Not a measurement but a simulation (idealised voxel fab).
process module | voxel gate over fins
cross-section cut | 270 nm wide | cells 5 nm
A cross-section is a grid of square cells, given in bands from the top down. A band is one or more rows of cells.
Each band's line starts with the height of the band's top and of its bottom, in nm. Then come its materials from left to right, each with its width in nm. One material with "throughout" fills the band from edge to edge. "air" is empty space.
Height 0 is the level under which the wafer as received is all one material. The lowest band goes on downwards, as in "0 down".
A width such as "30 to 40" changes by the same amount from each row of cells to the next, from the band's top row to its bottom row.
"no change" after a step means that no cell of the cross-section changed.
closed voids: empty space of 8 cells or more with no open way to the top, each as width x height at its distance from the left edge, in nm
after a step's settings: what the simulator itself notes on the step
overlay nm, on a step with a mask: how far to the right of its planned place the mask lay; to the left if negative
plan
1 op RECEIVE | material Si
2 op CONFORMAL_DEP | material SiN | thk nm 10
3 op DIRECTIONAL_DEP | material aC | thk nm 15
4 op PATTERN | tone cover | mask id FINS | material resist | width nm 15 | pitch nm 45 | thk nm 30 | overlay nm 0
5 op DIRECTIONAL_ETCH | etch materials aC | depth nm 15
6 op STRIP | etch materials resist
7 op DIRECTIONAL_ETCH | etch materials SiN | depth nm 10
8 op DIRECTIONAL_ETCH | etch materials Si | depth nm 30
9 op STRIP | etch materials aC
10 op FILL_DEP | material SiO2 | thk nm 10
11 op CMP | height nm 10
12 op SELECTIVE_ETCH | etch materials SiO2 | depth nm 25
13 op STRIP | etch materials SiN
14 op CONFORMAL_DEP | material HfO2 | thk nm 5
15 op CONFORMAL_DEP | material TiN | thk nm 5
16 op FILL_DEP | material W | thk nm 10
17 op CMP | height nm 15
18 op CONFORMAL_DEP | material SiCN | thk nm 10
as received, after step 1
  0 down: Si throughout
  closed voids: none
a wafer at the end: this start, this plan, one mistake
  25 to 15: SiCN throughout
  15 to 10: W throughout
  10 to 5: TiN throughout
  5 to 0: HfO2 65 | TiN 5 | HfO2 40 | TiN 5 | HfO2 40 | TiN 5 | HfO2 40 | TiN 5 | HfO2 65
  0 to -10: Si 60 | HfO2 5 | TiN 5 | HfO2 5 | Si 30 | HfO2 5 | TiN 5 | HfO2 5 | Si 30 | HfO2 5 | TiN 5 | HfO2 5 | Si 30 | HfO2 5 | TiN 5 | HfO2 5 | Si 60
  -10 to -15: Si 60 | HfO2 15 | Si 30 | HfO2 15 | Si 30 | HfO2 15 | Si 30 | HfO2 15 | Si 60
  -15 to -30: Si 60 | SiO2 15 | Si 30 | SiO2 15 | Si 30 | SiO2 15 | Si 30 | SiO2 15 | Si 60
  -30 down: Si throughout
  closed voids: none
what went wrong: step 4 ran as: op PATTERN | tone open | mask id FINS | material resist | width nm 15 | pitch nm 45 | thk nm 30 | overlay nm 0
